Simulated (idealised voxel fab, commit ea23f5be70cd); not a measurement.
Module name: voxel self aligned vias (process module)
This is section cut - it's 230 nm across, gridded in 5 nm square cells.
How to read a cross-section here: the picture is a grid of square cells, written as bands going from the top down, and any band can span one or more rows of cells. Heights first: top, then bottom, in nm. Then materials, left to right, each with a width in nm. "throughout" on a single material: fills the band edge to edge. "empty": empty space. Height 0 is the level under which the wafer as received is all one material. The lowest band goes on downwards, as in "0 and below". When a width is written as two numbers, as in "30 to 40", the first number is the width in the top row of cells of the band and the second is the width in its bottom row, and the width changes by the same amount from each row to the next. Step marked "no alterations made"? Then no cell in the cross-section changed in it. The list in "Fully closed voids" covers empty spaces of 8 cells or more that cannot reach the top through any open way, and it gives each as width x height at distance; the distance is from the left edge, and width, height and distance are in nm. The remark found on a step's line after its settings is issued by the simulator itself and pertains to that step. What "overlay nm" on a step's line means: if the step has a mask, that mask lay this far to the right of its planned place, or, when the value is negative, to the left.

These are the steps we planned for the process
1. RECEIVE, material Si
2. CONFORMAL_DEP, material SiO2, thk nm 15
3. CONFORMAL_DEP, material SiCN, thk nm 5
4. DIRECTIONAL_DEP, material lowk, thk nm 20
5. MASKED_ETCH, tone open, mask id LINES, width nm 30, pitch nm 55, etch materials lowk, depth nm 20, overlay nm 0
6. CONFORMAL_DEP, material TiN, thk nm 5
7. FILL_DEP, material W, thk nm 10
8. CMP, height nm 40
9. SELECTIVE_ETCH, etch materials W Ru TiN, depth nm 5
10. FILL_DEP, material SiN, thk nm 10
11. CMP, height nm 40
12. DIRECTIONAL_DEP, material lowk, thk nm 20
13. DIRECTIONAL_DEP, material aC, thk nm 15
14. PATTERN, tone open, mask id VIAS, material resist, width nm 40, thk nm 30, overlay nm 0
15. DIRECTIONAL_ETCH, etch materials aC, depth nm 15
16. STRIP, etch materials resist
17. DIRECTIONAL_ETCH, etch materials lowk, depth nm 20
18. DIRECTIONAL_ETCH, etch materials SiN, depth nm 5
19. STRIP, etch materials aC
20. CONFORMAL_DEP, material TiN, thk nm 5
21. FILL_DEP, material W, thk nm 10
22. CMP, height nm 60
23. CONFORMAL_DEP, material SiN, thk nm 5

First wafer, two in total, run as planned

As-received state of the wafer in cross-section, equivalent to post-step 1
> 0 and below  Si throughout
> Fully closed voids: none

Cross-section: wafer state after step 2
> 15 down to 0  SiO2 throughout
> Below 0, the layers are the same as they were.

Cross-section: wafer state after step 3
> 20 down to 15  SiCN throughout
> Below 15, the layers are the same as they were.

Cross-section: wafer state after step 4
> 40 down to 20  lowk throughout
> Below 20, the layers are the same as they were.

Cross-section: wafer state after step 5
> 40 down to 20  lowk 70 nm; empty 30 nm; lowk 25 nm; empty 30 nm; lowk 75 nm
> Below 20, the layers are the same as they were.

Cross-section: wafer state after step 6
> 45 down to 40  TiN 75 nm; empty 20 nm; TiN 35 nm; empty 20 nm; TiN 80 nm
> 40 down to 25  lowk 70 nm; TiN 5 nm; empty 20 nm; TiN 5 nm; lowk 25 nm; TiN 5 nm; empty 20 nm; TiN 5 nm; lowk 75 nm
> 25 down to 20  lowk 70 nm; TiN 30 nm; lowk 25 nm; TiN 30 nm; lowk 75 nm
> Below 20, the layers are the same as they were.

Cross-section: wafer state after step 7
> 55 down to 45  W throughout
> 45 down to 40  TiN 75 nm; W 20 nm; TiN 35 nm; W 20 nm; TiN 80 nm
> 40 down to 25  lowk 70 nm; TiN 5 nm; W 20 nm; TiN 5 nm; lowk 25 nm; TiN 5 nm; W 20 nm; TiN 5 nm; lowk 75 nm
> Below 25, the layers are the same as they were.

Cross-section: wafer state after step 8
> 40 down to 25  lowk 70 nm; TiN 5 nm; W 20 nm; TiN 5 nm; lowk 25 nm; TiN 5 nm; W 20 nm; TiN 5 nm; lowk 75 nm
> Below 25, the layers are the same as they were.

Cross-section: wafer state after step 9
> 40 down to 35  lowk 70 nm; empty 30 nm; lowk 25 nm; empty 30 nm; lowk 75 nm
> Below 35, the layers are the same as they were.

Cross-section: wafer state after step 10
> 50 down to 40  SiN throughout
> 40 down to 35  lowk 70 nm; SiN 30 nm; lowk 25 nm; SiN 30 nm; lowk 75 nm
> Below 35, the layers are the same as they were.

Cross-section: wafer state after step 11
> 40 down to 35  lowk 70 nm; SiN 30 nm; lowk 25 nm; SiN 30 nm; lowk 75 nm
> Below 35, the layers are the same as they were.

Cross-section: wafer state after step 12
> 60 down to 40  lowk throughout
> Below 40, the layers are the same as they were.

Cross-section: wafer state after step 13
> 75 down to 60  aC throughout
> Below 60, the layers are the same as they were.

Cross-section: wafer state after step 14
> 105 down to 75  resist 65 nm; empty 40 nm; resist 125 nm
> Below 75, the layers are the same as they were.

Cross-section: wafer state after step 15
> 90 down to 75  resist 65 nm; empty 40 nm; resist 125 nm
> 75 down to 60  aC 65 nm; empty 40 nm; aC 125 nm
> Below 60, the layers are the same as they were.

Cross-section: wafer state after step 16
> 75 down to 60  aC 65 nm; empty 40 nm; aC 125 nm
> Below 60, the layers are the same as they were.

Cross-section: wafer state after step 17
> 75 down to 60  aC 65 nm; empty 40 nm; aC 125 nm
> 60 down to 40  lowk 65 nm; empty 40 nm; lowk 125 nm
> Below 40, the layers are the same as they were.

Cross-section: wafer state after step 18
> 75 down to 60  aC 65 nm; empty 40 nm; aC 125 nm
> 60 down to 40  lowk 65 nm; empty 40 nm; lowk 125 nm
> 40 down to 35  lowk 70 nm; empty 30 nm; lowk 25 nm; SiN 30 nm; lowk 75 nm
> Below 35, the layers are the same as they were.

Cross-section: wafer state after step 19
> 60 down to 40  lowk 65 nm; empty 40 nm; lowk 125 nm
> Below 40, the layers are the same as they were.

Cross-section: wafer state after step 20
> 65 down to 60  TiN 70 nm; empty 30 nm; TiN 130 nm
> 60 down to 45  lowk 65 nm; TiN 5 nm; empty 30 nm; TiN 5 nm; lowk 125 nm
> 45 down to 40  lowk 65 nm; TiN 10 nm; empty 20 nm; TiN 10 nm; lowk 125 nm
> 40 down to 35  lowk 70 nm; TiN 30 nm; lowk 25 nm; SiN 30 nm; lowk 75 nm
> Below 35, the layers are the same as they were.

Cross-section: wafer state after step 21
> 75 down to 65  W throughout
> 65 down to 60  TiN 70 nm; W 30 nm; TiN 130 nm
> 60 down to 45  lowk 65 nm; TiN 5 nm; W 30 nm; TiN 5 nm; lowk 125 nm
> 45 down to 40  lowk 65 nm; TiN 10 nm; W 20 nm; TiN 10 nm; lowk 125 nm
> Below 40, the layers are the same as they were.

Cross-section: wafer state after step 22
> 60 down to 45  lowk 65 nm; TiN 5 nm; W 30 nm; TiN 5 nm; lowk 125 nm
> Below 45, the layers are the same as they were.

Cross-section: wafer state after step 23
> 65 down to 60  SiN throughout
> Below 60, the layers are the same as they were.

Wafer two of two - same starting point, same process plan, one mistake in execution; matches wafer one up to and including step 13

Second wafer cross-section, taken as of the time the plan sets for step 14 to be done
> 105 down to 75  empty 65 nm; resist 40 nm; empty 125 nm
> Below 75, the layers are the same as they were.

Second wafer cross-section, taken as of the time the plan sets for step 15 to be done
> 90 down to 75  empty 65 nm; resist 40 nm; empty 125 nm
> 75 down to 60  empty 65 nm; aC 40 nm; empty 125 nm
> Below 60, the layers are the same as they were.

Second wafer cross-section, taken as of the time the plan sets for step 16 to be done
> 75 down to 60  empty 65 nm; aC 40 nm; empty 125 nm
> Below 60, the layers are the same as they were.

Second wafer cross-section, taken as of the time the plan sets for step 17 to be done
> 75 down to 60  empty 65 nm; aC 40 nm; empty 125 nm
> 60 down to 40  empty 65 nm; lowk 40 nm; empty 125 nm
> Below 40, the layers are the same as they were.

Second wafer cross-section, taken as of the time the plan sets for step 18 to be done
> 75 down to 60  empty 65 nm; aC 40 nm; empty 125 nm
> 60 down to 40  empty 65 nm; lowk 40 nm; empty 125 nm
> 40 down to 35  lowk 70 nm; SiN 30 nm; lowk 25 nm; empty 30 nm; lowk 75 nm
> Below 35, the layers are the same as they were.

Second wafer cross-section, taken as of the time the plan sets for step 19 to be done
> 60 down to 40  empty 65 nm; lowk 40 nm; empty 125 nm
> Below 40, the layers are the same as they were.

Second wafer cross-section, taken as of the time the plan sets for step 20 to be done
> 65 down to 60  empty 60 nm; TiN 50 nm; empty 120 nm
> 60 down to 45  empty 60 nm; TiN 5 nm; lowk 40 nm; TiN 5 nm; empty 120 nm
> 45 down to 40  TiN 65 nm; lowk 40 nm; TiN 25 nm; empty 20 nm; TiN 80 nm
> 40 down to 35  lowk 70 nm; SiN 30 nm; lowk 25 nm; TiN 30 nm; lowk 75 nm
> Below 35, the layers are the same as they were.

Second wafer cross-section, taken as of the time the plan sets for step 21 to be done
> 75 down to 65  W throughout
> 65 down to 60  W 60 nm; TiN 50 nm; W 120 nm
> 60 down to 45  W 60 nm; TiN 5 nm; lowk 40 nm; TiN 5 nm; W 120 nm
> 45 down to 40  TiN 65 nm; lowk 40 nm; TiN 25 nm; W 20 nm; TiN 80 nm
> Below 40, the layers are the same as they were.

Second wafer cross-section, taken as of the time the plan sets for step 22 to be done
> 60 down to 45  W 60 nm; TiN 5 nm; lowk 40 nm; TiN 5 nm; W 120 nm
> Below 45, the layers are the same as they were.

Second wafer cross-section, taken as of the time the plan sets for step 23 to be done
> 65 down to 60  SiN throughout
> Below 60, the layers are the same as they were.
Nonconformance to the process plan: note that step 14 departed from the planned setting and was carried out as PATTERN, tone cover, mask id VIAS, material resist, width nm 40, thk nm 30, overlay nm 0
Wrapping up, a cell-based count of both wafers puts the second over or under the first for these materials: TiN: 30 more | W: 90 more | lowk: 120 fewer
